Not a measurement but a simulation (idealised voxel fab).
process module | voxel ribs on slabs
cross-section cut | 160 nm wide | cells 5 nm
A cross-section is a grid of square cells, given in bands from the top down. A band is one or more rows of cells.
Each band's line starts with the height of the band's top and of its bottom, in nm. Then come its materials from left to right, each with its width in nm. One material with "throughout" fills the band from edge to edge. "air" is empty space.
Height 0 is the level under which the wafer as received is all one material. The lowest band goes on downwards, as in "0 down".
A width such as "30 to 40" changes by the same amount from each row of cells to the next, from the band's top row to its bottom row.
"no change" after a step means that no cell of the cross-section changed.
closed voids: empty space of 8 cells or more with no open way to the top, each as width x height at its distance from the left edge, in nm
after a step's settings: what the simulator itself notes on the step
overlay nm, on a step with a mask: how far to the right of its planned place the mask lay; to the left if negative
plan
1 op RECEIVE | material Si
2 op DIRECTIONAL_DEP | material SiO2 | thk nm 30
3 op DIRECTIONAL_DEP | material SiN | thk nm 25
4 op PATTERN | tone cover | mask id RIB | material resist | width nm 15 | thk nm 15 | overlay nm 0
5 op DIRECTIONAL_ETCH | etch materials SiN | depth nm 10
6 op STRIP | etch materials resist
7 op PATTERN | tone cover | mask id SLAB | material resist | width nm 55 | thk nm 20 | overlay nm 0
8 op DIRECTIONAL_ETCH | etch materials SiN | depth nm 5
9 op STRIP | etch materials resist
10 op FILL_DEP | material SiO2 | thk nm 25
11 op CMP | height nm 70
12 op DIRECTIONAL_DEP | material TiN | thk nm 10
13 op MASKED_ETCH | tone cover | mask id HEATER | width nm 25 | etch materials TiN | depth nm 10 | overlay nm 0
14 op CONFORMAL_DEP | material SiN | thk nm 10
varied across the wafers: depth nm of step 8. The plan shows the first wafer's value. All wafers start alike
first wafer as received, after step 1
  0 down: Si throughout
  closed voids: none
first wafer at the end, after step 14
  90 to 80: air 55 | SiN 45 | air 60
  80 to 70: SiN 65 | TiN 25 | SiN 70
  70 to 55: SiO2 throughout
  55 to 45: SiO2 70 | SiN 15 | SiO2 75
  45 to 40: SiO2 50 | SiN 55 | SiO2 55
  40 to 30: SiN throughout
  30 to 0: SiO2 throughout
  0 down: Si throughout
  closed voids: none
last wafer at the end
  90 to 80: air 55 | SiN 45 | air 60
  80 to 70: SiN 65 | TiN 25 | SiN 70
  70 to 55: SiO2 throughout
  55 to 45: SiO2 70 | SiN 15 | SiO2 75
  45 to 30: SiO2 50 | SiN 55 | SiO2 55
  30 to 0: SiO2 throughout
  0 down: Si throughout
  closed voids: none
each wafer at the end: cells of each material gained (+) or lost (-) since it was received, then its closed voids
depth nm 5 | +153 SiN | +367 SiO2 | +10 TiN | closed voids: none
depth nm 10 | +132 SiN | +388 SiO2 | +10 TiN | closed voids: none
depth nm 15 | +111 SiN | +409 SiO2 | +10 TiN | closed voids: none
depth nm 20 | +111 SiN | +409 SiO2 | +10 TiN | closed voids: none
depth nm 25 | +111 SiN | +409 SiO2 | +10 TiN | closed voids: none
depth nm 30 | +111 SiN | +409 SiO2 | +10 TiN | closed voids: none
